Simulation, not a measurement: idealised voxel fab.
You're looking at the process module voxel self aligned vias.
Section cut is 280 nm wide and gridded with 5 nm square cells.
Cross-section, as written here: a square-cell grid given band by band from the top down, where a band holds one or more rows of cells. Each band's line starts with the height of the band's top and of its bottom, in nm. Then come its materials from left to right, each with its width in nm. One material with "everywhere" fills the band from edge to edge. "empty" is empty space. Where do heights start? At 0: under that level the wafer as delivered is made of one material only. And the lowest band has no floor; it just carries on downward, as in "0 nm and below". The expression "30..40" gives the width at the extremes of the band, the first number at its top row of cells and the second at its bottom row, with the width changing by equal amounts from each row to the next in between. Given "nothing altered" for a step, no cell of the cross-section differs between before and after that step. Enclosed void listing: empty space of 8 cells or more with no open way to the top, each as width x height at its distance from the left edge, in nm. Where a step's line continues beyond its settings, the continuation is a remark by the simulator itself on that step. overlay nm: mask right of planned place by this much (step with mask). Neg. = left.

[Intended process steps]
1. RECEIVE, material Si
2. CONFORMAL_DEP, material SiO2, thk nm 10
3. CONFORMAL_DEP, material SiCN, thk nm 5
4. DIRECTIONAL_DEP, material lowk, thk nm 20
5. MASKED_ETCH, tone open, mask id LINES, width nm 20, pitch nm 65, etch materials lowk, depth nm 20, overlay nm 0
6. CONFORMAL_DEP, material TiN, thk nm 5
7. FILL_DEP, material W, thk nm 10
8. CMP, height nm 35
9. SELECTIVE_ETCH, etch materials W Ru TiN, depth nm 5
10. FILL_DEP, material SiN, thk nm 10
11. CMP, height nm 35
12. DIRECTIONAL_DEP, material lowk, thk nm 20
13. PATTERN, tone open, mask id VIAS, material resist, width nm 40, thk nm 15, overlay nm 0
14. DIRECTIONAL_ETCH, etch materials lowk, depth nm 20
15. DIRECTIONAL_ETCH, etch materials SiN, depth nm 5
16. STRIP, etch materials resist
17. CONFORMAL_DEP, material TiN, thk nm 5
18. FILL_DEP, material Ru, thk nm 5
19. CMP, height nm 55
20. CONFORMAL_DEP, material SiN, thk nm 5

[This is the cross-section of the wafer as we received it, i.e. after step 1]
> 0 nm and below | Si everywhere
> Enclosed void listing: none

[Look at the cross-section after the module: the wafer started out the way shown above and the plan was the one shown above, yet one mistake was made along the way]
> 60 nm to 55 nm | SiN everywhere
> 55 nm to 40 nm | Ru 80 nm; TiN 5 nm; lowk 40 nm; TiN 5 nm; Ru 150 nm
> 40 nm to 35 nm | TiN 85 nm; lowk 40 nm; TiN 40 nm; Ru 10 nm; TiN 105 nm
> 35 nm to 30 nm | lowk 95 nm; SiN 20 nm; lowk 45 nm; TiN 20 nm; lowk 100 nm
> 30 nm to 20 nm | lowk 95 nm; TiN 5 nm; W 10 nm; TiN 5 nm; lowk 45 nm; TiN 5 nm; W 10 nm; TiN 5 nm; lowk 100 nm
> 20 nm to 15 nm | lowk 95 nm; TiN 20 nm; lowk 45 nm; TiN 20 nm; lowk 100 nm
> 15 nm to 10 nm | SiCN everywhere
> 10 nm to 0 nm | SiO2 everywhere
> 0 nm and below | Si everywhere
> Enclosed void listing: none
Plan not followed: the process deviated at step 13: the operation and settings actually run there were PATTERN, tone cover, mask id VIAS, material resist, width nm 40, thk nm 15, overlay nm 0
